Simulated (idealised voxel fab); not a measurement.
process module | voxel gate over fins
cross-section cut | 265 nm wide | cells 5 nm
A cross-section is a grid of square cells, given in bands from the top down. A band is one or more rows of cells.
Each band's line starts with the height of the band's top and of its bottom, in nm. Then come its materials from left to right, each with its width in nm. One material with "throughout" fills the band from edge to edge. "air" is empty space.
Height 0 is the level under which the wafer as received is all one material. The lowest band goes on downwards, as in "0 down".
A width such as "30 to 40" changes by the same amount from each row of cells to the next, from the band's top row to its bottom row.
"no change" after a step means that no cell of the cross-section changed.
closed voids: empty space of 8 cells or more with no open way to the top, each as width x height at its distance from the left edge, in nm
after a step's settings: what the simulator itself notes on the step
overlay nm, on a step with a mask: how far to the right of its planned place the mask lay; to the left if negative
plan
1 op RECEIVE | material Si
2 op CONFORMAL_DEP | material SiN | thk nm 10
3 op MASKED_ETCH | tone cover | mask id FINS | width nm 15 | pitch nm 45 | etch materials SiN | depth nm 10 | overlay nm 0
4 op MASKED_ETCH | tone cover | mask id FINS | width nm 15 | pitch nm 45 | etch materials Si | depth nm 40 | overlay nm 0
5 op FILL_DEP | material SiO2 | thk nm 5
6 op CMP | height nm 10
7 op SELECTIVE_ETCH | etch materials SiO2 | depth nm 25
8 op STRIP | etch materials SiN
9 op CONFORMAL_DEP | material HfO2 | thk nm 5
10 op CONFORMAL_DEP | material TiN | thk nm 5
11 op FILL_DEP | material W | thk nm 15
12 op CMP | height nm 20
13 op CONFORMAL_DEP | material SiCN | thk nm 10
first wafer, as planned
as received, after step 1
  0 down: Si throughout
  closed voids: none
after step 2
  10 to 0: SiN throughout
  below 0: unchanged
after step 3
  10 to 0: air 80 | SiN 15 | air 30 | SiN 15 | air 30 | SiN 15 | air 80
  below 0: unchanged
after step 4
  10 to 0: air 80 | SiN 15 | air 30 | SiN 15 | air 30 | SiN 15 | air 80
  0 to -40: air 80 | Si 15 | air 30 | Si 15 | air 30 | Si 15 | air 80
  below -40: unchanged
after step 5
  15 to 10: SiO2 throughout
  10 to 0: SiO2 80 | SiN 15 | SiO2 30 | SiN 15 | SiO2 30 | SiN 15 | SiO2 80
  0 to -40: SiO2 80 | Si 15 | SiO2 30 | Si 15 | SiO2 30 | Si 15 | SiO2 80
  below -40: unchanged
after step 6
  10 to 0: SiO2 80 | SiN 15 | SiO2 30 | SiN 15 | SiO2 30 | SiN 15 | SiO2 80
  below 0: unchanged
after step 7
  10 to 0: air 80 | SiN 15 | air 30 | SiN 15 | air 30 | SiN 15 | air 80
  0 to -15: air 80 | Si 15 | air 30 | Si 15 | air 30 | Si 15 | air 80
  below -15: unchanged
after step 8
  0 to -15: air 80 | Si 15 | air 30 | Si 15 | air 30 | Si 15 | air 80
  below -15: unchanged
after step 9
  5 to 0: air 75 | HfO2 25 | air 20 | HfO2 25 | air 20 | HfO2 25 | air 75
  0 to -10: air 75 | HfO2 5 | Si 15 | HfO2 5 | air 20 | HfO2 5 | Si 15 | HfO2 5 | air 20 | HfO2 5 | Si 15 | HfO2 5 | air 75
  -10 to -15: HfO2 80 | Si 15 | HfO2 30 | Si 15 | HfO2 30 | Si 15 | HfO2 80
  below -15: unchanged
after step 10
  10 to 5: air 70 | TiN 35 | air 10 | TiN 35 | air 10 | TiN 35 | air 70
  5 to 0: air 70 | TiN 5 | HfO2 25 | TiN 5 | air 10 | TiN 5 | HfO2 25 | TiN 5 | air 10 | TiN 5 | HfO2 25 | TiN 5 | air 70
  0 to -5: air 70 | TiN 5 | HfO2 5 | Si 15 | HfO2 5 | TiN 5 | air 10 | TiN 5 | HfO2 5 | Si 15 | HfO2 5 | TiN 5 | air 10 | TiN 5 | HfO2 5 | Si 15 | HfO2 5 | TiN 5 | air 70
  -5 to -10: TiN 75 | HfO2 5 | Si 15 | HfO2 5 | TiN 20 | HfO2 5 | Si 15 | HfO2 5 | TiN 20 | HfO2 5 | Si 15 | HfO2 5 | TiN 75
  below -10: unchanged
after step 11
  25 to 10: W throughout
  10 to 5: W 70 | TiN 35 | W 10 | TiN 35 | W 10 | TiN 35 | W 70
  5 to 0: W 70 | TiN 5 | HfO2 25 | TiN 5 | W 10 | TiN 5 | HfO2 25 | TiN 5 | W 10 | TiN 5 | HfO2 25 | TiN 5 | W 70
  0 to -5: W 70 | TiN 5 | HfO2 5 | Si 15 | HfO2 5 | TiN 5 | W 10 | TiN 5 | HfO2 5 | Si 15 | HfO2 5 | TiN 5 | W 10 | TiN 5 | HfO2 5 | Si 15 | HfO2 5 | TiN 5 | W 70
  below -5: unchanged
after step 12
  20 to 10: W throughout
  below 10: unchanged
after step 13
  30 to 20: SiCN throughout
  below 20: unchanged
second wafer: like start, like plan, one mistake. Through step 8 it matches the first wafer
when step 9 should have ended: no change
when step 10 should have ended
  5 to 0: air 75 | TiN 25 | air 20 | TiN 25 | air 20 | TiN 25 | air 75
  0 to -10: air 75 | TiN 5 | Si 15 | TiN 5 | air 20 | TiN 5 | Si 15 | TiN 5 | air 20 | TiN 5 | Si 15 | TiN 5 | air 75
  -10 to -15: TiN 80 | Si 15 | TiN 30 | Si 15 | TiN 30 | Si 15 | TiN 80
  below -15: unchanged
when step 11 should have ended
  20 to 5: W throughout
  5 to 0: W 75 | TiN 25 | W 20 | TiN 25 | W 20 | TiN 25 | W 75
  0 to -10: W 75 | TiN 5 | Si 15 | TiN 5 | W 20 | TiN 5 | Si 15 | TiN 5 | W 20 | TiN 5 | Si 15 | TiN 5 | W 75
  below -10: unchanged
when step 12 should have ended: no change
when step 13 should have ended
  30 to 20: SiCN throughout
  below 20: unchanged
what went wrong: step 9 was left out
at the end the second wafer has, in cells: 71 fewer of HfO2 | 71 more of W
